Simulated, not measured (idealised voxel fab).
A process module follows: voxel transistor to metal.
Cross-sectional view cut (width: 175 nm; square cell size: 5 nm).
Format of a cross-section: grid, square cells. Given as bands. Order: top down. Band: one or more rows of cells.
The band entry comprises the height of the band's top followed by the height of its bottom, expressed in nm, and subsequently the band's materials from left to right, each stated together with its width in nm. Where a single material is marked with the word "all across", that material fills the band from edge to edge. The word "air" represents empty space.
Heights from 0 (as-received wafer is one material below). Bottom band endless downward, as "0 down".
The expression "30..40" gives the width at the extremes of the band, the first number at its top row of cells and the second at its bottom row, with the width changing by equal amounts from each row to the next in between.
It should be understood that the words "remains unaltered", when stated for a given step, signify that the cross-section underwent no change in any of its cells during that step.
In the "Enclosed void catalog" entry, you get each enclosed empty space of 8 cells or more, one with no open way to the top, written width x height at distance, distance from the left edge, in nm.
after a step's settings: what the simulator itself notes on the step
overlay nm, on a step with a mask: how far to the right of its planned place the mask lay; to the left if negative
### Listed below are the process steps as planned
1,RECEIVE (material Si)
2,OXIDIZE (depth nm 5)
3,CONFORMAL_DEP (material SiN; thk nm 10)
4,PATTERN (tone cover; mask id ACTIVE; material resist; width nm 105; thk nm 20; overlay nm 0)
5,DIRECTIONAL_ETCH (etch materials SiN; depth nm 10)
6,DIRECTIONAL_ETCH (etch materials SiO2; depth nm 5)
7,DIRECTIONAL_ETCH (etch materials Si; depth nm 25)
8,STRIP (etch materials resist)
9,OXIDIZE (depth nm 5)
10,FILL_DEP (material SiO2; thk nm 15)
11,CMP (height nm 10)
12,SELECTIVE_ETCH (etch materials SiO2; depth nm 5)
13,STRIP (etch materials SiN)
14,SELECTIVE_ETCH (etch materials SiO2; depth nm 5)
15,OXIDIZE (depth nm 5)
16,DIRECTIONAL_DEP (material polySi; thk nm 20)
17,DIRECTIONAL_DEP (material SiCN; thk nm 10)
18,MASKED_ETCH (tone cover; mask id GATE; width nm 25; etch materials SiCN; depth nm 20; overlay nm 0)
19,MASKED_ETCH (tone cover; mask id GATE; width nm 25; etch materials polySi; depth nm 30; overlay nm 0)
20,CONFORMAL_DEP (material SiO2; thk nm 5)
21,DIRECTIONAL_ETCH (etch materials SiO2; depth nm 5)
22,CONFORMAL_DEP (material SiN; thk nm 10)
23,DIRECTIONAL_ETCH (etch materials SiN; depth nm 10)
24,DIRECTIONAL_ETCH (etch materials SiO2; depth nm 5)
25,DIRECTIONAL_ETCH (etch materials Si; depth nm 15)
26,EPI (material nSi; thk nm 15)
27,FILL_DEP (material SiO2; thk nm 5)
28,CMP (height nm 15)
29,STRIP (etch materials polySi)
30,SELECTIVE_ETCH (etch materials SiO2; depth nm 5)
31,CONFORMAL_DEP (material HfO2; thk nm 5)
32,CONFORMAL_DEP (material TiN; thk nm 5)
33,FILL_DEP (material W; thk nm 10)
34,CMP (height nm 10)
35,DIRECTIONAL_DEP (material SiO2; thk nm 15)
36,DIRECTIONAL_DEP (material aC; thk nm 10)
37,PATTERN (tone open; mask id CONTACT; material resist; width nm 20; pitch nm 75; thk nm 30; overlay nm 0)
38,DIRECTIONAL_ETCH (etch materials aC; depth nm 10)
39,STRIP (etch materials resist)
40,DIRECTIONAL_ETCH (etch materials SiO2; depth nm 20)
41,STRIP (etch materials aC)
42,CONFORMAL_DEP (material TiN; thk nm 5)
43,FILL_DEP (material W; thk nm 10)
44,CMP (height nm 25)
45,DIRECTIONAL_DEP (material TiN; thk nm 5)
46,DIRECTIONAL_DEP (material W; thk nm 15)
47,PATTERN (tone cover; mask id METAL_1; material resist; width nm 20; pitch nm 75; thk nm 20; overlay nm 0)
48,DIRECTIONAL_ETCH (etch materials W; depth nm 15)
49,DIRECTIONAL_ETCH (etch materials TiN; depth nm 5)
50,STRIP (etch materials resist)
51,FILL_DEP (material SiO2; thk nm 10)
52,CMP (height nm 45)
53,CONFORMAL_DEP (material SiCN; thk nm 5)
54,DIRECTIONAL_DEP (material SiO2; thk nm 25)
55,MASKED_ETCH (tone open; mask id METAL_2; width nm 20; pitch nm 75; etch materials SiO2; depth nm 15; overlay nm 0)
56,MASKED_ETCH (tone open; mask id METAL_2_HOLES; width nm 15; pitch nm 75; etch materials SiO2; depth nm 10; overlay nm 0)
57,MASKED_ETCH (tone open; mask id METAL_2_HOLES; width nm 15; pitch nm 75; etch materials SiCN; depth nm 5; overlay nm 0)
58,CONFORMAL_DEP (material TiN; thk nm 5)
59,FILL_DEP (material Cu; thk nm 5)
60,CMP (height nm 75)
61,CONFORMAL_DEP (material SiN; thk nm 5)
### First of two wafers: run as planned
### So this is the incoming wafer in cross-section - it's already been through step 1
* 0 down = Si all across
* Enclosed void catalog: none
### Cross-sectional representation of the wafer at the conclusion of step 2
* 0 to -5 = SiO2 all across
* Heights below -5 show no change.
### Cross-sectional representation of the wafer at the conclusion of step 3
* 10 to 0 = SiN all across
* Heights below 0 show no change.
### Cross-sectional representation of the wafer at the conclusion of step 4
* 30 to 10 = air 35 nm, then resist 105 nm, then air 35 nm
* Heights below 10 show no change.
### Cross-sectional representation of the wafer at the conclusion of step 5
* 30 to 10 = air 35 nm, then resist 105 nm, then air 35 nm
* 10 to 0 = air 35 nm, then SiN 105 nm, then air 35 nm
* Heights below 0 show no change.
### Cross-sectional representation of the wafer at the conclusion of step 6
* 30 to 10 = air 35 nm, then resist 105 nm, then air 35 nm
* 10 to 0 = air 35 nm, then SiN 105 nm, then air 35 nm
* 0 to -5 = air 35 nm, then SiO2 105 nm, then air 35 nm
* Heights below -5 show no change.
### Cross-sectional representation of the wafer at the conclusion of step 7
* 30 to 10 = air 35 nm, then resist 105 nm, then air 35 nm
* 10 to 0 = air 35 nm, then SiN 105 nm, then air 35 nm
* 0 to -5 = air 35 nm, then SiO2 105 nm, then air 35 nm
* -5 to -30 = air 35 nm, then Si 105 nm, then air 35 nm
* Heights below -30 show no change.
### Cross-sectional representation of the wafer at the conclusion of step 8
* 10 to 0 = air 35 nm, then SiN 105 nm, then air 35 nm
* Heights below 0 show no change.
### Cross-sectional representation of the wafer at the conclusion of step 9
* 10 to 0 = air 35 nm, then SiN 105 nm, then air 35 nm
* 0 to -5 = air 35 nm, then SiO2 105 nm, then air 35 nm
* -5 to -30 = air 35 nm, then SiO2 5 nm, then Si 95 nm, then SiO2 5 nm, then air 35 nm
* -30 to -35 = SiO2 40 nm, then Si 95 nm, then SiO2 40 nm
* Heights below -35 show no change.
### Cross-sectional representation of the wafer at the conclusion of step 10
* 25 to 10 = SiO2 all across
* 10 to 0 = SiO2 35 nm, then SiN 105 nm, then SiO2 35 nm
* 0 to -5 = SiO2 all across
* -5 to -35 = SiO2 40 nm, then Si 95 nm, then SiO2 40 nm
* Heights below -35 show no change.
### Cross-sectional representation of the wafer at the conclusion of step 11
* 10 to 0 = SiO2 35 nm, then SiN 105 nm, then SiO2 35 nm
* Heights below 0 show no change.
### Cross-sectional representation of the wafer at the conclusion of step 12
* 10 to 5 = air 35 nm, then SiN 105 nm, then air 35 nm
* Heights below 5 show no change.
### Cross-sectional representation of the wafer at the conclusion of step 13
* 5 to 0 = SiO2 35 nm, then air 105 nm, then SiO2 35 nm
* Heights below 0 show no change.
### Cross-sectional representation of the wafer at the conclusion of step 14
* 0 to -5 = SiO2 30 nm, then air 115 nm, then SiO2 30 nm
* Heights below -5 show no change.
### Cross-sectional representation of the wafer at the conclusion of step 15
* 0 to -5 = SiO2 30 nm, then air 115 nm, then SiO2 30 nm
* -5 to -10 = SiO2 all across
* Heights below -10 show no change.
### Cross-sectional representation of the wafer at the conclusion of step 16
* 20 to 15 = polySi 30 nm, then air 115 nm, then polySi 30 nm
* 15 to 0 = polySi all across
* 0 to -5 = SiO2 30 nm, then polySi 115 nm, then SiO2 30 nm
* Heights below -5 show no change.
### Cross-sectional representation of the wafer at the conclusion of step 17
* 30 to 25 = SiCN 30 nm, then air 115 nm, then SiCN 30 nm
* 25 to 20 = SiCN all across
* 20 to 15 = polySi 30 nm, then SiCN 115 nm, then polySi 30 nm
* Heights below 15 show no change.
### Cross-sectional representation of the wafer at the conclusion of step 18
* 25 to 20 = air 75 nm, then SiCN 25 nm, then air 75 nm
* 20 to 15 = polySi 30 nm, then air 45 nm, then SiCN 25 nm, then air 45 nm, then polySi 30 nm
* Heights below 15 show no change.
### Cross-sectional representation of the wafer at the conclusion of step 19
* 25 to 15 = air 75 nm, then SiCN 25 nm, then air 75 nm
* 15 to 0 = air 75 nm, then polySi 25 nm, then air 75 nm
* 0 to -5 = SiO2 30 nm, then air 45 nm, then polySi 25 nm, then air 45 nm, then SiO2 30 nm
* Heights below -5 show no change.
### Cross-sectional representation of the wafer at the conclusion of step 20
* 30 to 25 = air 70 nm, then SiO2 35 nm, then air 70 nm
* 25 to 15 = air 70 nm, then SiO2 5 nm, then SiCN 25 nm, then SiO2 5 nm, then air 70 nm
* 15 to 5 = air 70 nm, then SiO2 5 nm, then polySi 25 nm, then SiO2 5 nm, then air 70 nm
* 5 to 0 = SiO2 35 nm, then air 35 nm, then SiO2 5 nm, then polySi 25 nm, then SiO2 5 nm, then air 35 nm, then SiO2 35 nm
* 0 to -5 = SiO2 75 nm, then polySi 25 nm, then SiO2 75 nm
* Heights below -5 show no change.
### Cross-sectional representation of the wafer at the conclusion of step 21
* 25 to 15 = air 70 nm, then SiO2 5 nm, then SiCN 25 nm, then SiO2 5 nm, then air 70 nm
* 15 to 0 = air 70 nm, then SiO2 5 nm, then polySi 25 nm, then SiO2 5 nm, then air 70 nm
* 0 to -5 = SiO2 35 nm, then air 35 nm, then SiO2 5 nm, then polySi 25 nm, then SiO2 5 nm, then air 35 nm, then SiO2 35 nm
* Heights below -5 show no change.
### Cross-sectional representation of the wafer at the conclusion of step 22
* 35 to 25 = air 60 nm, then SiN 55 nm, then air 60 nm
* 25 to 15 = air 60 nm, then SiN 10 nm, then SiO2 5 nm, then SiCN 25 nm, then SiO2 5 nm, then SiN 10 nm, then air 60 nm
* 15 to 10 = air 60 nm, then SiN 10 nm, then SiO2 5 nm, then polySi 25 nm, then SiO2 5 nm, then SiN 10 nm, then air 60 nm
* 10 to 5 = SiN 45 nm, then air 15 nm, then SiN 10 nm, then SiO2 5 nm, then polySi 25 nm, then SiO2 5 nm, then SiN 10 nm, then air 15 nm, then SiN 45 nm
* 5 to 0 = SiN 70 nm, then SiO2 5 nm, then polySi 25 nm, then SiO2 5 nm, then SiN 70 nm
* 0 to -5 = SiO2 35 nm, then SiN 35 nm, then SiO2 5 nm, then polySi 25 nm, then SiO2 5 nm, then SiN 35 nm, then SiO2 35 nm
* Heights below -5 show no change.
### Cross-sectional representation of the wafer at the conclusion of step 23
* 25 to 15 = air 60 nm, then SiN 10 nm, then SiO2 5 nm, then SiCN 25 nm, then SiO2 5 nm, then SiN 10 nm, then air 60 nm
* 15 to 0 = air 60 nm, then SiN 10 nm, then SiO2 5 nm, then polySi 25 nm, then SiO2 5 nm, then SiN 10 nm, then air 60 nm
* 0 to -5 = SiO2 35 nm, then SiN 10 nm, then air 15 nm, then SiN 10 nm, then SiO2 5 nm, then polySi 25 nm, then SiO2 5 nm, then SiN 10 nm, then air 15 nm, then SiN 10 nm, then SiO2 35 nm
* Heights below -5 show no change.
### Cross-sectional representation of the wafer at the conclusion of step 24
* 25 to 20 = air 60 nm, then SiN 10 nm, then air 5 nm, then SiCN 25 nm, then air 5 nm, then SiN 10 nm, then air 60 nm
* 20 to 15 = air 60 nm, then SiN 10 nm, then SiO2 5 nm, then SiCN 25 nm, then SiO2 5 nm, then SiN 10 nm, then air 60 nm
* 15 to 0 = air 60 nm, then SiN 10 nm, then SiO2 5 nm, then polySi 25 nm, then SiO2 5 nm, then SiN 10 nm, then air 60 nm
* 0 to -5 = air 35 nm, then SiN 10 nm, then air 15 nm, then SiN 10 nm, then SiO2 5 nm, then polySi 25 nm, then SiO2 5 nm, then SiN 10 nm, then air 15 nm, then SiN 10 nm, then air 35 nm
* -5 to -10 = SiO2 45 nm, then air 15 nm, then SiO2 55 nm, then air 15 nm, then SiO2 45 nm
* Heights below -10 show no change.
### Cross-sectional representation of the wafer at the conclusion of step 25
* 25 to 20 = air 60 nm, then SiN 10 nm, then air 5 nm, then SiCN 25 nm, then air 5 nm, then SiN 10 nm, then air 60 nm
* 20 to 15 = air 60 nm, then SiN 10 nm, then SiO2 5 nm, then SiCN 25 nm, then SiO2 5 nm, then SiN 10 nm, then air 60 nm
* 15 to 0 = air 60 nm, then SiN 10 nm, then SiO2 5 nm, then polySi 25 nm, then SiO2 5 nm, then SiN 10 nm, then air 60 nm
* 0 to -5 = air 35 nm, then SiN 10 nm, then air 15 nm, then SiN 10 nm, then SiO2 5 nm, then polySi 25 nm, then SiO2 5 nm, then SiN 10 nm, then air 15 nm, then SiN 10 nm, then air 35 nm
* -5 to -10 = SiO2 45 nm, then air 15 nm, then SiO2 55 nm, then air 15 nm, then SiO2 45 nm
* -10 to -25 = SiO2 40 nm, then Si 5 nm, then air 15 nm, then Si 55 nm, then air 15 nm, then Si 5 nm, then SiO2 40 nm
* Heights below -25 show no change.
### Cross-sectional representation of the wafer at the conclusion of step 26
* 25 to 20 = air 60 nm, then SiN 10 nm, then air 5 nm, then SiCN 25 nm, then air 5 nm, then SiN 10 nm, then air 60 nm
* 20 to 15 = air 60 nm, then SiN 10 nm, then SiO2 5 nm, then SiCN 25 nm, then SiO2 5 nm, then SiN 10 nm, then air 60 nm
* 15 to 5 = air 60 nm, then SiN 10 nm, then SiO2 5 nm, then polySi 25 nm, then SiO2 5 nm, then SiN 10 nm, then air 60 nm
* 5 to 0 = air 40 nm, then nSi 20 nm, then SiN 10 nm, then SiO2 5 nm, then polySi 25 nm, then SiO2 5 nm, then SiN 10 nm, then nSi 20 nm, then air 40 nm
* 0 to -5 = air 35 nm, then SiN 10 nm, then nSi 15 nm, then SiN 10 nm, then SiO2 5 nm, then polySi 25 nm, then SiO2 5 nm, then SiN 10 nm, then nSi 15 nm, then SiN 10 nm, then air 35 nm
* -5 to -10 = SiO2 45 nm, then nSi 15 nm, then SiO2 55 nm, then nSi 15 nm, then SiO2 45 nm
* -10 to -25 = SiO2 40 nm, then Si 5 nm, then nSi 15 nm, then Si 55 nm, then nSi 15 nm, then Si 5 nm, then SiO2 40 nm
* Heights below -25 show no change.
### Cross-sectional representation of the wafer at the conclusion of step 27
* 30 to 25 = SiO2 all across
* 25 to 15 = SiO2 60 nm, then SiN 10 nm, then SiO2 5 nm, then SiCN 25 nm, then SiO2 5 nm, then SiN 10 nm, then SiO2 60 nm
* 15 to 5 = SiO2 60 nm, then SiN 10 nm, then SiO2 5 nm, then polySi 25 nm, then SiO2 5 nm, then SiN 10 nm, then SiO2 60 nm
* 5 to 0 = SiO2 40 nm, then nSi 20 nm, then SiN 10 nm, then SiO2 5 nm, then polySi 25 nm, then SiO2 5 nm, then SiN 10 nm, then nSi 20 nm, then SiO2 40 nm
* 0 to -5 = SiO2 35 nm, then SiN 10 nm, then nSi 15 nm, then SiN 10 nm, then SiO2 5 nm, then polySi 25 nm, then SiO2 5 nm, then SiN 10 nm, then nSi 15 nm, then SiN 10 nm, then SiO2 35 nm
* Heights below -5 show no change.
### Cross-sectional representation of the wafer at the conclusion of step 28
* 15 to 5 = SiO2 60 nm, then SiN 10 nm, then SiO2 5 nm, then polySi 25 nm, then SiO2 5 nm, then SiN 10 nm, then SiO2 60 nm
* Heights below 5 show no change.
### Cross-sectional representation of the wafer at the conclusion of step 29
* 15 to 5 = SiO2 60 nm, then SiN 10 nm, then SiO2 5 nm, then air 25 nm, then SiO2 5 nm, then SiN 10 nm, then SiO2 60 nm
* 5 to 0 = SiO2 40 nm, then nSi 20 nm, then SiN 10 nm, then SiO2 5 nm, then air 25 nm, then SiO2 5 nm, then SiN 10 nm, then nSi 20 nm, then SiO2 40 nm
* 0 to -5 = SiO2 35 nm, then SiN 10 nm, then nSi 15 nm, then SiN 10 nm, then SiO2 5 nm, then air 25 nm, then SiO2 5 nm, then SiN 10 nm, then nSi 15 nm, then SiN 10 nm, then SiO2 35 nm
* Heights below -5 show no change.
### Cross-sectional representation of the wafer at the conclusion of step 30
* 15 to 10 = air 60 nm, then SiN 10 nm, then air 35 nm, then SiN 10 nm, then air 60 nm
* 10 to 5 = SiO2 60 nm, then SiN 10 nm, then air 35 nm, then SiN 10 nm, then SiO2 60 nm
* 5 to 0 = SiO2 40 nm, then nSi 20 nm, then SiN 10 nm, then air 35 nm, then SiN 10 nm, then nSi 20 nm, then SiO2 40 nm
* 0 to -5 = SiO2 35 nm, then SiN 10 nm, then nSi 15 nm, then SiN 10 nm, then air 35 nm, then SiN 10 nm, then nSi 15 nm, then SiN 10 nm, then SiO2 35 nm
* -5 to -10 = SiO2 45 nm, then nSi 15 nm, then SiO2 10 nm, then air 35 nm, then SiO2 10 nm, then nSi 15 nm, then SiO2 45 nm
* Heights below -10 show no change.
### Cross-sectional representation of the wafer at the conclusion of step 31
* 20 to 15 = air 55 nm, then HfO2 20 nm, then air 25 nm, then HfO2 20 nm, then air 55 nm
* 15 to 10 = HfO2 60 nm, then SiN 10 nm, then HfO2 5 nm, then air 25 nm, then HfO2 5 nm, then SiN 10 nm, then HfO2 60 nm
* 10 to 5 = SiO2 60 nm, then SiN 10 nm, then HfO2 5 nm, then air 25 nm, then HfO2 5 nm, then SiN 10 nm, then SiO2 60 nm
* 5 to 0 = SiO2 40 nm, then nSi 20 nm, then SiN 10 nm, then HfO2 5 nm, then air 25 nm, then HfO2 5 nm, then SiN 10 nm, then nSi 20 nm, then SiO2 40 nm
* 0 to -5 = SiO2 35 nm, then SiN 10 nm, then nSi 15 nm, then SiN 10 nm, then HfO2 5 nm, then air 25 nm, then HfO2 5 nm, then SiN 10 nm, then nSi 15 nm, then SiN 10 nm, then SiO2 35 nm
* -5 to -10 = SiO2 45 nm, then nSi 15 nm, then SiO2 10 nm, then HfO2 35 nm, then SiO2 10 nm, then nSi 15 nm, then SiO2 45 nm
* Heights below -10 show no change.
### Cross-sectional representation of the wafer at the conclusion of step 32
* 25 to 20 = air 50 nm, then TiN 30 nm, then air 15 nm, then TiN 30 nm, then air 50 nm
* 20 to 15 = TiN 55 nm, then HfO2 20 nm, then TiN 5 nm, then air 15 nm, then TiN 5 nm, then HfO2 20 nm, then TiN 55 nm
* 15 to 10 = HfO2 60 nm, then SiN 10 nm, then HfO2 5 nm, then TiN 5 nm, then air 15 nm, then TiN 5 nm, then HfO2 5 nm, then SiN 10 nm, then HfO2 60 nm
* 10 to 5 = SiO2 60 nm, then SiN 10 nm, then HfO2 5 nm, then TiN 5 nm, then air 15 nm, then TiN 5 nm, then HfO2 5 nm, then SiN 10 nm, then SiO2 60 nm
* 5 to 0 = SiO2 40 nm, then nSi 20 nm, then SiN 10 nm, then HfO2 5 nm, then TiN 5 nm, then air 15 nm, then TiN 5 nm, then HfO2 5 nm, then SiN 10 nm, then nSi 20 nm, then SiO2 40 nm
* 0 to -5 = SiO2 35 nm, then SiN 10 nm, then nSi 15 nm, then SiN 10 nm, then HfO2 5 nm, then TiN 25 nm, then HfO2 5 nm, then SiN 10 nm, then nSi 15 nm, then SiN 10 nm, then SiO2 35 nm
* Heights below -5 show no change.
### Cross-sectional representation of the wafer at the conclusion of step 33
* 35 to 25 = W all across
* 25 to 20 = W 50 nm, then TiN 30 nm, then W 15 nm, then TiN 30 nm, then W 50 nm
* 20 to 15 = TiN 55 nm, then HfO2 20 nm, then TiN 5 nm, then W 15 nm, then TiN 5 nm, then HfO2 20 nm, then TiN 55 nm
* 15 to 10 = HfO2 60 nm, then SiN 10 nm, then HfO2 5 nm, then TiN 5 nm, then W 15 nm, then TiN 5 nm, then HfO2 5 nm, then SiN 10 nm, then HfO2 60 nm
* 10 to 5 = SiO2 60 nm, then SiN 10 nm, then HfO2 5 nm, then TiN 5 nm, then W 15 nm, then TiN 5 nm, then HfO2 5 nm, then SiN 10 nm, then SiO2 60 nm
* 5 to 0 = SiO2 40 nm, then nSi 20 nm, then SiN 10 nm, then HfO2 5 nm, then TiN 5 nm, then W 15 nm, then TiN 5 nm, then HfO2 5 nm, then SiN 10 nm, then nSi 20 nm, then SiO2 40 nm
* Heights below 0 show no change.
### Cross-sectional representation of the wafer at the conclusion of step 34
* 10 to 5 = SiO2 60 nm, then SiN 10 nm, then HfO2 5 nm, then TiN 5 nm, then W 15 nm, then TiN 5 nm, then HfO2 5 nm, then SiN 10 nm, then SiO2 60 nm
* Heights below 5 show no change.
### Cross-sectional representation of the wafer at the conclusion of step 35
* 25 to 10 = SiO2 all across
* Heights below 10 show no change.
### Cross-sectional representation of the wafer at the conclusion of step 36
* 35 to 25 = aC all across
* Heights below 25 show no change.
### Cross-sectional representation of the wafer at the conclusion of step 37
* 65 to 35 = resist 40 nm, then air 20 nm, then resist 55 nm, then air 20 nm, then resist 40 nm
* Heights below 35 show no change.
### Cross-sectional representation of the wafer at the conclusion of step 38
* 55 to 35 = resist 40 nm, then air 20 nm, then resist 55 nm, then air 20 nm, then resist 40 nm
* 35 to 25 = aC 40 nm, then air 20 nm, then aC 55 nm, then air 20 nm, then aC 40 nm
* Heights below 25 show no change.
### Cross-sectional representation of the wafer at the conclusion of step 39
* 35 to 25 = aC 40 nm, then air 20 nm, then aC 55 nm, then air 20 nm, then aC 40 nm
* Heights below 25 show no change.
### Cross-sectional representation of the wafer at the conclusion of step 40
* 35 to 25 = aC 40 nm, then air 20 nm, then aC 55 nm, then air 20 nm, then aC 40 nm
* 25 to 10 = SiO2 40 nm, then air 20 nm, then SiO2 55 nm, then air 20 nm, then SiO2 40 nm
* 10 to 5 = SiO2 40 nm, then air 20 nm, then SiN 10 nm, then HfO2 5 nm, then TiN 5 nm, then W 15 nm, then TiN 5 nm, then HfO2 5 nm, then SiN 10 nm, then air 20 nm, then SiO2 40 nm
* Heights below 5 show no change.
### Cross-sectional representation of the wafer at the conclusion of step 41
* 25 to 10 = SiO2 40 nm, then air 20 nm, then SiO2 55 nm, then air 20 nm, then SiO2 40 nm
* Heights below 10 show no change.
### Cross-sectional representation of the wafer at the conclusion of step 42
* 30 to 25 = TiN 45 nm, then air 10 nm, then TiN 65 nm, then air 10 nm, then TiN 45 nm
* 25 to 10 = SiO2 40 nm, then TiN 5 nm, then air 10 nm, then TiN 5 nm, then SiO2 55 nm, then TiN 5 nm, then air 10 nm, then TiN 5 nm, then SiO2 40 nm
* 10 to 5 = SiO2 40 nm, then TiN 20 nm, then SiN 10 nm, then HfO2 5 nm, then TiN 5 nm, then W 15 nm, then TiN 5 nm, then HfO2 5 nm, then SiN 10 nm, then TiN 20 nm, then SiO2 40 nm
* Heights below 5 show no change.
### Cross-sectional representation of the wafer at the conclusion of step 43
* 40 to 30 = W all across
* 30 to 25 = TiN 45 nm, then W 10 nm, then TiN 65 nm, then W 10 nm, then TiN 45 nm
* 25 to 10 = SiO2 40 nm, then TiN 5 nm, then W 10 nm, then TiN 5 nm, then SiO2 55 nm, then TiN 5 nm, then W 10 nm, then TiN 5 nm, then SiO2 40 nm
* Heights below 10 show no change.
### Cross-sectional representation of the wafer at the conclusion of step 44
* 25 to 10 = SiO2 40 nm, then TiN 5 nm, then W 10 nm, then TiN 5 nm, then SiO2 55 nm, then TiN 5 nm, then W 10 nm, then TiN 5 nm, then SiO2 40 nm
* Heights below 10 show no change.
### Cross-sectional representation of the wafer at the conclusion of step 45
* 30 to 25 = TiN all across
* Heights below 25 show no change.
### Cross-sectional representation of the wafer at the conclusion of step 46
* 45 to 30 = W all across
* Heights below 30 show no change.
### Cross-sectional representation of the wafer at the conclusion of step 47
* 65 to 45 = air 40 nm, then resist 20 nm, then air 55 nm, then resist 20 nm, then air 40 nm
* Heights below 45 show no change.
### Cross-sectional representation of the wafer at the conclusion of step 48
* 65 to 45 = air 40 nm, then resist 20 nm, then air 55 nm, then resist 20 nm, then air 40 nm
* 45 to 30 = air 40 nm, then W 20 nm, then air 55 nm, then W 20 nm, then air 40 nm
* Heights below 30 show no change.
### Cross-sectional representation of the wafer at the conclusion of step 49
* 65 to 45 = air 40 nm, then resist 20 nm, then air 55 nm, then resist 20 nm, then air 40 nm
* 45 to 30 = air 40 nm, then W 20 nm, then air 55 nm, then W 20 nm, then air 40 nm
* 30 to 25 = air 40 nm, then TiN 20 nm, then air 55 nm, then TiN 20 nm, then air 40 nm
* Heights below 25 show no change.
### Cross-sectional representation of the wafer at the conclusion of step 50
* 45 to 30 = air 40 nm, then W 20 nm, then air 55 nm, then W 20 nm, then air 40 nm
* Heights below 30 show no change.
### Cross-sectional representation of the wafer at the conclusion of step 51
* 55 to 45 = SiO2 all across
* 45 to 30 = SiO2 40 nm, then W 20 nm, then SiO2 55 nm, then W 20 nm, then SiO2 40 nm
* 30 to 25 = SiO2 40 nm, then TiN 20 nm, then SiO2 55 nm, then TiN 20 nm, then SiO2 40 nm
* Heights below 25 show no change.
### Cross-sectional representation of the wafer at the conclusion of step 52
* 45 to 30 = SiO2 40 nm, then W 20 nm, then SiO2 55 nm, then W 20 nm, then SiO2 40 nm
* Heights below 30 show no change.
### Cross-sectional representation of the wafer at the conclusion of step 53
* 50 to 45 = SiCN all across
* Heights below 45 show no change.
### Cross-sectional representation of the wafer at the conclusion of step 54
* 75 to 50 = SiO2 all across
* Heights below 50 show no change.
### Cross-sectional representation of the wafer at the conclusion of step 55
* 75 to 60 = SiO2 40 nm, then air 20 nm, then SiO2 55 nm, then air 20 nm, then SiO2 40 nm
* Heights below 60 show no change.
### Cross-sectional representation of the wafer at the conclusion of step 56
* 75 to 60 = SiO2 40 nm, then air 20 nm, then SiO2 55 nm, then air 20 nm, then SiO2 40 nm
* 60 to 50 = SiO2 40 nm, then air 15 nm, then SiO2 60 nm, then air 15 nm, then SiO2 45 nm
* Heights below 50 show no change.
### Cross-sectional representation of the wafer at the conclusion of step 57
* 75 to 60 = SiO2 40 nm, then air 20 nm, then SiO2 55 nm, then air 20 nm, then SiO2 40 nm
* 60 to 50 = SiO2 40 nm, then air 15 nm, then SiO2 60 nm, then air 15 nm, then SiO2 45 nm
* 50 to 45 = SiCN 40 nm, then air 15 nm, then SiCN 60 nm, then air 15 nm, then SiCN 45 nm
* Heights below 45 show no change.
### Cross-sectional representation of the wafer at the conclusion of step 58
* 80 to 75 = TiN 45 nm, then air 10 nm, then TiN 65 nm, then air 10 nm, then TiN 45 nm
* 75 to 65 = SiO2 40 nm, then TiN 5 nm, then air 10 nm, then TiN 5 nm, then SiO2 55 nm, then TiN 5 nm, then air 10 nm, then TiN 5 nm, then SiO2 40 nm
* 65 to 60 = SiO2 40 nm, then TiN 5 nm, then air 5 nm, then TiN 10 nm, then SiO2 55 nm, then TiN 5 nm, then air 5 nm, then TiN 10 nm, then SiO2 40 nm
* 60 to 50 = SiO2 40 nm, then TiN 5 nm, then air 5 nm, then TiN 5 nm, then SiO2 60 nm, then TiN 5 nm, then air 5 nm, then TiN 5 nm, then SiO2 45 nm
* 50 to 45 = SiCN 40 nm, then TiN 15 nm, then SiCN 60 nm, then TiN 15 nm, then SiCN 45 nm
* Heights below 45 show no change.
### Cross-sectional representation of the wafer at the conclusion of step 59
* 85 to 80 = Cu all across
* 80 to 75 = TiN 45 nm, then Cu 10 nm, then TiN 65 nm, then Cu 10 nm, then TiN 45 nm
* 75 to 65 = SiO2 40 nm, then TiN 5 nm, then Cu 10 nm, then TiN 5 nm, then SiO2 55 nm, then TiN 5 nm, then Cu 10 nm, then TiN 5 nm, then SiO2 40 nm
* 65 to 60 = SiO2 40 nm, then TiN 5 nm, then Cu 5 nm, then TiN 10 nm, then SiO2 55 nm, then TiN 5 nm, then Cu 5 nm, then TiN 10 nm, then SiO2 40 nm
* 60 to 50 = SiO2 40 nm, then TiN 5 nm, then Cu 5 nm, then TiN 5 nm, then SiO2 60 nm, then TiN 5 nm, then Cu 5 nm, then TiN 5 nm, then SiO2 45 nm
* Heights below 50 show no change.
### Cross-sectional representation of the wafer at the conclusion of step 60
* 75 to 65 = SiO2 40 nm, then TiN 5 nm, then Cu 10 nm, then TiN 5 nm, then SiO2 55 nm, then TiN 5 nm, then Cu 10 nm, then TiN 5 nm, then SiO2 40 nm
* Heights below 65 show no change.
### Cross-sectional representation of the wafer at the conclusion of step 61
* 80 to 75 = SiN all across
* Heights below 75 show no change.
### Wafer two of two - same starting point, same process plan, one mistake in execution; matches wafer one up to and including step 55
### Second wafer, cross-section, planned end of step 56
* 65 to 60 = SiO2 40 nm, then air 20 nm, then SiO2 55 nm, then air 20 nm, then SiO2 40 nm
* 60 to 50 = SiO2 55 nm, then air 5 nm, then SiO2 70 nm, then air 5 nm, then SiO2 40 nm
* Heights below 50 show no change.
Second wafer, cross-section, planned end of step 57: remains unaltered
### Second wafer, cross-section, planned end of step 58
* 70 to 65 = TiN 45 nm, then air 10 nm, then TiN 65 nm, then air 10 nm, then TiN 45 nm
* 65 to 60 = SiO2 40 nm, then TiN 20 nm, then SiO2 55 nm, then TiN 20 nm, then SiO2 40 nm
* 60 to 50 = SiO2 55 nm, then TiN 5 nm, then SiO2 70 nm, then TiN 5 nm, then SiO2 40 nm
* Heights below 50 show no change.
### Second wafer, cross-section, planned end of step 59
* 75 to 70 = Cu all across
* 70 to 65 = TiN 45 nm, then Cu 10 nm, then TiN 65 nm, then Cu 10 nm, then TiN 45 nm
* Heights below 65 show no change.
Second wafer, cross-section, planned end of step 60: remains unaltered
### Second wafer, cross-section, planned end of step 61
* 80 to 75 = SiN all across
* Heights below 75 show no change.
Against the plan, the run slipped here: heads up, step 56 didn't go per plan, it actually ran as MASKED_ETCH (tone cover; mask id METAL_2_HOLES; width nm 15; pitch nm 75; etch materials SiO2; depth nm 10; overlay nm 0)
Wrapping up, a cell-based count of both wafers puts the second over or under the first for these materials: Cu: 25 more | SiCN: 6 more | SiO2: 46 fewer | TiN: 15 more
